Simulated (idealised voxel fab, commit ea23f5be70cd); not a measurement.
You're looking at the process module voxel released beams.
FYI the section here is cut, 210 nm wide, cells are 5 nm squares.
Just so we're on the same page, the cross-sections are grids of square cells, and they're listed out in bands top to bottom, each band one or more rows deep. Per band: top height and bottom height in nm, followed by the left-to-right materials and their widths in nm; "all across" marks a single material spanning edge to edge, "blank" marks empty space. Beneath 0, the wafer as received is one material, and that level is where height counting begins. The lowest band goes on downward without a bottom; it is written like "0 and below". Read "30 to 40" as a graded width: first number on top, second number at the bottom, same change between each pair of neighbouring rows. For the purposes of this document, the phrase "stayed the same" attached to a step denotes that no cell within the cross-section was modified by that step. Empty spaces without an open route to the top, at least 8 cells in extent, make up the entry "Entrapped voids"; each is given as width x height at distance, where the distance is measured from the left edge, and all are in nm. Whatever follows a step's settings on its line is a remark the simulator itself makes about that step. "overlay nm" on a masked step: distance the mask lay right of its planned place, negative for left.
-- These are the steps we planned for the process
1. RECEIVE | material Si
2. CONFORMAL_DEP | material SiN | thk nm 10
3. DIRECTIONAL_DEP | material SiO2 | thk nm 10
4. PATTERN | tone open | mask id ANCHOR | material resist | width nm 45 | thk nm 20 | overlay nm 0
5. DIRECTIONAL_ETCH | etch materials SiO2 | depth nm 10
6. STRIP | etch materials resist
7. CONFORMAL_DEP | material W | thk nm 15
8. PATTERN | tone cover | mask id BEAM | material resist | width nm 115 | thk nm 15 | overlay nm 0
9. DIRECTIONAL_ETCH | etch materials W | depth nm 15
10. STRIP | etch materials resist
11. STRIP | etch materials SiO2
-- So, the first of our two wafers, run just as we planned it
-- Cross-section of the wafer as it came to us, i.e., already through step 1
  0 and below  Si all across
  Entrapped voids: none
-- State of the wafer after step 2, shown in cross-section
  10 down to 0  SiN all across
  Under the height 0 nothing was changed.
-- State of the wafer after step 3, shown in cross-section
  20 down to 10  SiO2 all across
  Under the height 10 nothing was changed.
-- State of the wafer after step 4, shown in cross-section
  40 down to 20  50 resist; 45 blank; 115 resist
  Under the height 20 nothing was changed.
-- State of the wafer after step 5, shown in cross-section
  40 down to 20  50 resist; 45 blank; 115 resist
  20 down to 10  50 SiO2; 45 blank; 115 SiO2
  Under the height 10 nothing was changed.
-- State of the wafer after step 6, shown in cross-section
  20 down to 10  50 SiO2; 45 blank; 115 SiO2
  Under the height 10 nothing was changed.
-- State of the wafer after step 7, shown in cross-section
  35 down to 25  65 W; 15 blank; 130 W
  25 down to 20  W all across
  20 down to 10  50 SiO2; 45 W; 115 SiO2
  Under the height 10 nothing was changed.
-- State of the wafer after step 8, shown in cross-section
  50 down to 35  45 blank; 115 resist; 50 blank
  35 down to 25  65 W; 15 resist; 130 W
  Under the height 25 nothing was changed.
-- State of the wafer after step 9, shown in cross-section
  50 down to 35  45 blank; 115 resist; 50 blank
  35 down to 25  45 blank; 20 W; 15 resist; 80 W; 50 blank
  25 down to 20  45 blank; 115 W; 50 blank
  Under the height 20 nothing was changed.
-- State of the wafer after step 10, shown in cross-section
  35 down to 25  45 blank; 20 W; 15 blank; 80 W; 50 blank
  Under the height 25 nothing was changed.
-- State of the wafer after step 11, shown in cross-section
  35 down to 25  45 blank; 20 W; 15 blank; 80 W; 50 blank
  25 down to 20  45 blank; 115 W; 50 blank
  20 down to 10  50 blank; 45 W; 115 blank
  Under the height 10 nothing was changed.
-- Second wafer, same starting conditions and recipe as the first, one mistake in executing it, nothing differs from the first up to and including step 3
-- Second wafer cross-section, taken as of the time the plan sets for step 4 to be done
  40 down to 20  50 blank; 45 resist; 115 blank
  Under the height 20 nothing was changed.
-- Second wafer cross-section, taken as of the time the plan sets for step 5 to be done
  40 down to 20  50 blank; 45 resist; 115 blank
  20 down to 10  50 blank; 45 SiO2; 115 blank
  Under the height 10 nothing was changed.
-- Second wafer cross-section, taken as of the time the plan sets for step 6 to be done
  20 down to 10  50 blank; 45 SiO2; 115 blank
  Under the height 10 nothing was changed.
-- Second wafer cross-section, taken as of the time the plan sets for step 7 to be done
  35 down to 25  35 blank; 75 W; 100 blank
  25 down to 20  W all across
  20 down to 10  50 W; 45 SiO2; 115 W
  Under the height 10 nothing was changed.
-- Second wafer cross-section, taken as of the time the plan sets for step 8 to be done
  50 down to 35  45 blank; 115 resist; 50 blank
  35 down to 25  35 blank; 75 W; 50 resist; 50 blank
  Under the height 25 nothing was changed.
-- Second wafer cross-section, taken as of the time the plan sets for step 9 to be done
  50 down to 35  45 blank; 115 resist; 50 blank
  35 down to 25  45 blank; 65 W; 50 resist; 50 blank
  25 down to 20  45 blank; 115 W; 50 blank
  20 down to 10  35 blank; 15 W; 45 SiO2; 65 W; 50 blank
  Under the height 10 nothing was changed.
-- Second wafer cross-section, taken as of the time the plan sets for step 10 to be done
  35 down to 25  45 blank; 65 W; 100 blank
  Under the height 25 nothing was changed.
Second wafer cross-section, taken as of the time the plan sets for step 11 to be done: stayed the same
Deviation from plan: step 4 did not use the planned setting and instead ran as PATTERN | tone cover | mask id ANCHOR | material resist | width nm 45 | thk nm 20 | overlay nm 0
The second wafer ends with more or fewer cells of some materials than the first, per final count: +18 SiO2
